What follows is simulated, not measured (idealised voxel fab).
Process module in this document: voxel gate over fins
Displayed cross-section: cut, width of 285 nm, square cells sized 5 nm.
In what follows, cross-sections appear as grids of square cells, described through bands that run from the top down, where every band is one or more rows of cells.
Look at the band entry: it leads with the top's height and the bottom's height in nm. Then it lists the materials left to right, with a width in nm for each. The word "edge to edge" on a single material says that material fills the band edge to edge. The word "air" is empty space.
Convention: height 0 is the level below which the wafer, as received, is all one material. The lowest band does not terminate at the bottom but continues downward, represented as "0 down".
When a width is written as two numbers, as in "30->40", the first number is the width in the top row of cells of the band and the second is the width in its bottom row, and the width changes by the same amount from each row to the next.
You'll sometimes find "all unchanged" written for a step, and that's the way of saying that nowhere in the cross-section did a cell change during that step.
Basically, "Closed void listing" tells you about the enclosed voids: empty spaces with no open way to the top, 8 cells or bigger, each written width x height at distance, where distance is from the left edge, all in nm.
after a step's settings: what the simulator itself notes on the step
The line of a step may include "overlay nm". On a step with a mask, this value is how far to the right of its planned place the mask lay. A negative value means the mask lay to the left.
[Steps planned for the process]
1. op RECEIVE | material Si
2. op CONFORMAL_DEP | material SiN | thk nm 5
3. op DIRECTIONAL_DEP | material aC | thk nm 15
4. op PATTERN | tone cover | mask id FINS | material resist | width nm 15 | pitch nm 50 | thk nm 30 | overlay nm 0
5. op DIRECTIONAL_ETCH | etch materials aC | depth nm 15
6. op STRIP | etch materials resist
7. op DIRECTIONAL_ETCH | etch materials SiN | depth nm 5
8. op DIRECTIONAL_ETCH | etch materials Si | depth nm 40
9. op STRIP | etch materials aC
10. op FILL_DEP | material SiO2 | thk nm 10
11. op CMP | height nm 5
12. op DIRECTIONAL_DEP | material aC | thk nm 15
13. op PATTERN | tone open | mask id RAIL | material resist | width nm 15 | thk nm 35 | overlay nm 0
14. op DIRECTIONAL_ETCH | etch materials aC | depth nm 15
15. op STRIP | etch materials resist
16. op DIRECTIONAL_ETCH | etch materials SiO2 | depth nm 40
17. op STRIP | etch materials aC
18. op CONFORMAL_DEP | material TiN | thk nm 5
19. op FILL_DEP | material W | thk nm 5
20. op CMP | height nm 5
21. op SELECTIVE_ETCH | etch materials W Ru TiN | depth nm 20
22. op FILL_DEP | material SiO2 | thk nm 5
23. op CMP | height nm 5
24. op SELECTIVE_ETCH | etch materials SiO2 | depth nm 15
25. op STRIP | etch materials SiN
26. op CONFORMAL_DEP | material HfO2 | thk nm 5
27. op CONFORMAL_DEP | material TiN | thk nm 5
28. op CONFORMAL_DEP | material TiAl | thk nm 5
29. op CONFORMAL_DEP | material TiN | thk nm 5
30. op FILL_DEP | material W | thk nm 10
31. op CMP | height nm 25
32. op CONFORMAL_DEP | material SiN | thk nm 10
[First out of two wafers; run went to plan]
[The cross-section here shows the wafer as received, i.e. in its state after step 1]
0 down | Si edge to edge
Closed void listing: none
[So this is the wafer cross-section right after step 2]
5 to 0 | SiN edge to edge
Everything below 0 is unchanged.
[So this is the wafer cross-section right after step 3]
20 to 5 | aC edge to edge
Everything below 5 is unchanged.
[So this is the wafer cross-section right after step 4]
50 to 20 | 85 of air  15 of resist  35 of air  15 of resist  35 of air  15 of resist  85 of air
Everything below 20 is unchanged.
[So this is the wafer cross-section right after step 5]
35 to 20 | 85 of air  15 of resist  35 of air  15 of resist  35 of air  15 of resist  85 of air
20 to 5 | 85 of air  15 of aC  35 of air  15 of aC  35 of air  15 of aC  85 of air
Everything below 5 is unchanged.
[So this is the wafer cross-section right after step 6]
20 to 5 | 85 of air  15 of aC  35 of air  15 of aC  35 of air  15 of aC  85 of air
Everything below 5 is unchanged.
[So this is the wafer cross-section right after step 7]
20 to 5 | 85 of air  15 of aC  35 of air  15 of aC  35 of air  15 of aC  85 of air
5 to 0 | 85 of air  15 of SiN  35 of air  15 of SiN  35 of air  15 of SiN  85 of air
Everything below 0 is unchanged.
[So this is the wafer cross-section right after step 8]
20 to 5 | 85 of air  15 of aC  35 of air  15 of aC  35 of air  15 of aC  85 of air
5 to 0 | 85 of air  15 of SiN  35 of air  15 of SiN  35 of air  15 of SiN  85 of air
0 to -40 | 85 of air  15 of Si  35 of air  15 of Si  35 of air  15 of Si  85 of air
Everything below -40 is unchanged.
[So this is the wafer cross-section right after step 9]
5 to 0 | 85 of air  15 of SiN  35 of air  15 of SiN  35 of air  15 of SiN  85 of air
Everything below 0 is unchanged.
[So this is the wafer cross-section right after step 10]
15 to 5 | SiO2 edge to edge
5 to 0 | 85 of SiO2  15 of SiN  35 of SiO2  15 of SiN  35 of SiO2  15 of SiN  85 of SiO2
0 to -40 | 85 of SiO2  15 of Si  35 of SiO2  15 of Si  35 of SiO2  15 of Si  85 of SiO2
Everything below -40 is unchanged.
[So this is the wafer cross-section right after step 11]
5 to 0 | 85 of SiO2  15 of SiN  35 of SiO2  15 of SiN  35 of SiO2  15 of SiN  85 of SiO2
Everything below 0 is unchanged.
[So this is the wafer cross-section right after step 12]
20 to 5 | aC edge to edge
Everything below 5 is unchanged.
[So this is the wafer cross-section right after step 13]
55 to 20 | 110 of resist  15 of air  160 of resist
Everything below 20 is unchanged.
[So this is the wafer cross-section right after step 14]
40 to 20 | 110 of resist  15 of air  160 of resist
20 to 5 | 110 of aC  15 of air  160 of aC
Everything below 5 is unchanged.
[So this is the wafer cross-section right after step 15]
20 to 5 | 110 of aC  15 of air  160 of aC
Everything below 5 is unchanged.
[So this is the wafer cross-section right after step 16]
20 to 5 | 110 of aC  15 of air  160 of aC
5 to 0 | 85 of SiO2  15 of SiN  10 of SiO2  15 of air  10 of SiO2  15 of SiN  35 of SiO2  15 of SiN  85 of SiO2
0 to -35 | 85 of SiO2  15 of Si  10 of SiO2  15 of air  10 of SiO2  15 of Si  35 of SiO2  15 of Si  85 of SiO2
Everything below -35 is unchanged.
[So this is the wafer cross-section right after step 17]
5 to 0 | 85 of SiO2  15 of SiN  10 of SiO2  15 of air  10 of SiO2  15 of SiN  35 of SiO2  15 of SiN  85 of SiO2
Everything below 0 is unchanged.
[So this is the wafer cross-section right after step 18]
10 to 5 | 115 of TiN  5 of air  165 of TiN
5 to 0 | 85 of SiO2  15 of SiN  10 of SiO2  5 of TiN  5 of air  5 of TiN  10 of SiO2  15 of SiN  35 of SiO2  15 of SiN  85 of SiO2
0 to -30 | 85 of SiO2  15 of Si  10 of SiO2  5 of TiN  5 of air  5 of TiN  10 of SiO2  15 of Si  35 of SiO2  15 of Si  85 of SiO2
-30 to -35 | 85 of SiO2  15 of Si  10 of SiO2  15 of TiN  10 of SiO2  15 of Si  35 of SiO2  15 of Si  85 of SiO2
Everything below -35 is unchanged.
[So this is the wafer cross-section right after step 19]
15 to 10 | W edge to edge
10 to 5 | 115 of TiN  5 of W  165 of TiN
5 to 0 | 85 of SiO2  15 of SiN  10 of SiO2  5 of TiN  5 of W  5 of TiN  10 of SiO2  15 of SiN  35 of SiO2  15 of SiN  85 of SiO2
0 to -30 | 85 of SiO2  15 of Si  10 of SiO2  5 of TiN  5 of W  5 of TiN  10 of SiO2  15 of Si  35 of SiO2  15 of Si  85 of SiO2
Everything below -30 is unchanged.
[So this is the wafer cross-section right after step 20]
5 to 0 | 85 of SiO2  15 of SiN  10 of SiO2  5 of TiN  5 of W  5 of TiN  10 of SiO2  15 of SiN  35 of SiO2  15 of SiN  85 of SiO2
Everything below 0 is unchanged.
[So this is the wafer cross-section right after step 21]
5 to 0 | 85 of SiO2  15 of SiN  10 of SiO2  15 of air  10 of SiO2  15 of SiN  35 of SiO2  15 of SiN  85 of SiO2
0 to -15 | 85 of SiO2  15 of Si  10 of SiO2  15 of air  10 of SiO2  15 of Si  35 of SiO2  15 of Si  85 of SiO2
Everything below -15 is unchanged.
[So this is the wafer cross-section right after step 22]
10 to 5 | SiO2 edge to edge
5 to 0 | 85 of SiO2  15 of SiN  35 of SiO2  15 of SiN  35 of SiO2  15 of SiN  85 of SiO2
0 to -15 | 85 of SiO2  15 of Si  35 of SiO2  15 of Si  35 of SiO2  15 of Si  85 of SiO2
Everything below -15 is unchanged.
[So this is the wafer cross-section right after step 23]
5 to 0 | 85 of SiO2  15 of SiN  35 of SiO2  15 of SiN  35 of SiO2  15 of SiN  85 of SiO2
Everything below 0 is unchanged.
[So this is the wafer cross-section right after step 24]
5 to 0 | 85 of air  15 of SiN  35 of air  15 of SiN  35 of air  15 of SiN  85 of air
0 to -10 | 85 of air  15 of Si  35 of air  15 of Si  35 of air  15 of Si  85 of air
Everything below -10 is unchanged.
[So this is the wafer cross-section right after step 25]
0 to -10 | 85 of air  15 of Si  35 of air  15 of Si  35 of air  15 of Si  85 of air
Everything below -10 is unchanged.
[So this is the wafer cross-section right after step 26]
5 to 0 | 80 of air  25 of HfO2  25 of air  25 of HfO2  25 of air  25 of HfO2  80 of air
0 to -5 | 80 of air  5 of HfO2  15 of Si  5 of HfO2  25 of air  5 of HfO2  15 of Si  5 of HfO2  25 of air  5 of HfO2  15 of Si  5 of HfO2  80 of air
-5 to -10 | 85 of HfO2  15 of Si  35 of HfO2  15 of Si  35 of HfO2  15 of Si  85 of HfO2
Everything below -10 is unchanged.
[So this is the wafer cross-section right after step 27]
10 to 5 | 75 of air  35 of TiN  15 of air  35 of TiN  15 of air  35 of TiN  75 of air
5 to 0 | 75 of air  5 of TiN  25 of HfO2  5 of TiN  15 of air  5 of TiN  25 of HfO2  5 of TiN  15 of air  5 of TiN  25 of HfO2  5 of TiN  75 of air
0 to -5 | 80 of TiN  5 of HfO2  15 of Si  5 of HfO2  25 of TiN  5 of HfO2  15 of Si  5 of HfO2  25 of TiN  5 of HfO2  15 of Si  5 of HfO2  80 of TiN
Everything below -5 is unchanged.
[So this is the wafer cross-section right after step 28]
15 to 10 | 70 of air  45 of TiAl  5 of air  45 of TiAl  5 of air  45 of TiAl  70 of air
10 to 5 | 70 of air  5 of TiAl  35 of TiN  5 of TiAl  5 of air  5 of TiAl  35 of TiN  5 of TiAl  5 of air  5 of TiAl  35 of TiN  5 of TiAl  70 of air
5 to 0 | 75 of TiAl  5 of TiN  25 of HfO2  5 of TiN  15 of TiAl  5 of TiN  25 of HfO2  5 of TiN  15 of TiAl  5 of TiN  25 of HfO2  5 of TiN  75 of TiAl
Everything below 0 is unchanged.
[So this is the wafer cross-section right after step 29]
20 to 15 | 65 of air  155 of TiN  65 of air
15 to 10 | 65 of air  5 of TiN  45 of TiAl  5 of TiN  45 of TiAl  5 of TiN  45 of TiAl  5 of TiN  65 of air
10 to 5 | 70 of TiN  5 of TiAl  35 of TiN  5 of TiAl  5 of TiN  5 of TiAl  35 of TiN  5 of TiAl  5 of TiN  5 of TiAl  35 of TiN  5 of TiAl  70 of TiN
Everything below 5 is unchanged.
[So this is the wafer cross-section right after step 30]
30 to 20 | W edge to edge
20 to 15 | 65 of W  155 of TiN  65 of W
15 to 10 | 65 of W  5 of TiN  45 of TiAl  5 of TiN  45 of TiAl  5 of TiN  45 of TiAl  5 of TiN  65 of W
Everything below 10 is unchanged.
[So this is the wafer cross-section right after step 31]
25 to 20 | W edge to edge
Everything below 20 is unchanged.
[So this is the wafer cross-section right after step 32]
35 to 25 | SiN edge to edge
Everything below 25 is unchanged.
[The second wafer: identical to the first at the outset and in its planned sequence, differing only in that one mistake was made during processing; up to and including step 29, its path is the first wafer's path]
[What the second wafer looks like in cross-section when step 30 should have wrapped up]
30 to 20 | HfO2 edge to edge
20 to 15 | 65 of HfO2  155 of TiN  65 of HfO2
15 to 10 | 65 of HfO2  5 of TiN  45 of TiAl  5 of TiN  45 of TiAl  5 of TiN  45 of TiAl  5 of TiN  65 of HfO2
Everything below 10 is unchanged.
[What the second wafer looks like in cross-section when step 31 should have wrapped up]
25 to 20 | HfO2 edge to edge
Everything below 20 is unchanged.
[What the second wafer looks like in cross-section when step 32 should have wrapped up]
35 to 25 | SiN edge to edge
Everything below 25 is unchanged.
Processing error: so step 30 ended up running with a different setting than we planned, it ran as op FILL_DEP | material HfO2 | thk nm 10
Per the end-of-run cell counts, the second wafer holds more or fewer of some materials than the first: HfO2: 109 more | W: 109 fewer
